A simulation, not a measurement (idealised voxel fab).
voxel gate over fins: a process module
Cross-section cut spans 245 nm and uses square cells 5 nm in size.
For the purposes of this document, a cross-section shall be understood as a grid of square cells, specified as bands listed in top-to-bottom order, each band consisting of one or more rows of cells.
In this notation a band is specified by the heights of its top and bottom, in that order and in nm, after which its materials appear from left to right, each paired with its width in nm. The word "edge to edge" attached to a single material means that material fills the band from edge to edge; the word "air" stands for empty space.
Counting heights begins at 0, where everything beneath is, in the wafer as received, one material. The lowest band has no bottom; it goes on downwards, as "0 nm and below" shows.
With a width like "30 to 40", each row of cells in the band differs from the next by the same amount, the top row carrying the first number and the bottom row the second.
"nothing was modified" for a step: no cell of the cross-section changed in that step.
"Internal closed voids": empty spaces of 8 cells or more with no open way to the top, each given as width x height at distance, distance from the left edge, all in nm.
Heads up: the bit after the settings on a step's line is the simulator's remark on that step.
overlay nm: step with mask; distance mask lay right of planned place; negative value = left of planned place.
So here's the lineup of process steps we planned:
1. RECEIVE | material Si
2. CONFORMAL_DEP | material SiN | thk nm 5
3. MASKED_ETCH | tone cover | mask id FINS | width nm 15 | pitch nm 35 | etch materials SiN | depth nm 5 | overlay nm 0
4. MASKED_ETCH | tone cover | mask id FINS | width nm 15 | pitch nm 35 | etch materials Si | depth nm 30 | overlay nm -15
5. OXIDIZE | depth nm 5
6. FILL_DEP | material SiO2 | thk nm 15
7. CMP | height nm 5
8. SELECTIVE_ETCH | etch materials SiO2 | depth nm 15
9. STRIP | etch materials SiN
10. CONFORMAL_DEP | material HfO2 | thk nm 5
11. CONFORMAL_DEP | material TiN | thk nm 5
12. FILL_DEP | material W | thk nm 15
13. CMP | height nm 20
14. CONFORMAL_DEP | material SiCN | thk nm 10
Split variable: overlay nm, step 4. Plan value = first wafer. Wafers start alike.
Cut through the first of several wafers as received, post step 1:
> 0 nm and below | Si edge to edge
> Internal closed voids: none
Per wafer (row), end of module: delta in cells per material since receipt, (+) for gained, (-) for lost; closed voids after that:
overlay nm -15; +61 HfO2; -268 Si; +98 SiCN; +185 SiO2; +59 TiN; +159 W; Internal closed voids: none
overlay nm -10; +61 HfO2; -286 Si; +98 SiCN; +200 SiO2; +61 TiN; +160 W; Internal closed voids: none
overlay nm -5; +61 HfO2; -304 Si; +98 SiCN; +215 SiO2; +61 TiN; +163 W; Internal closed voids: none
overlay nm 0; +61 HfO2; -322 Si; +98 SiCN; +230 SiO2; +61 TiN; +166 W; Internal closed voids: none
overlay nm 5; +61 HfO2; -304 Si; +98 SiCN; +215 SiO2; +61 TiN; +163 W; Internal closed voids: none
overlay nm 10; +61 HfO2; -286 Si; +98 SiCN; +200 SiO2; +61 TiN; +160 W; Internal closed voids: none
overlay nm 15; +61 HfO2; -268 Si; +98 SiCN; +185 SiO2; +59 TiN; +159 W; Internal closed voids: none
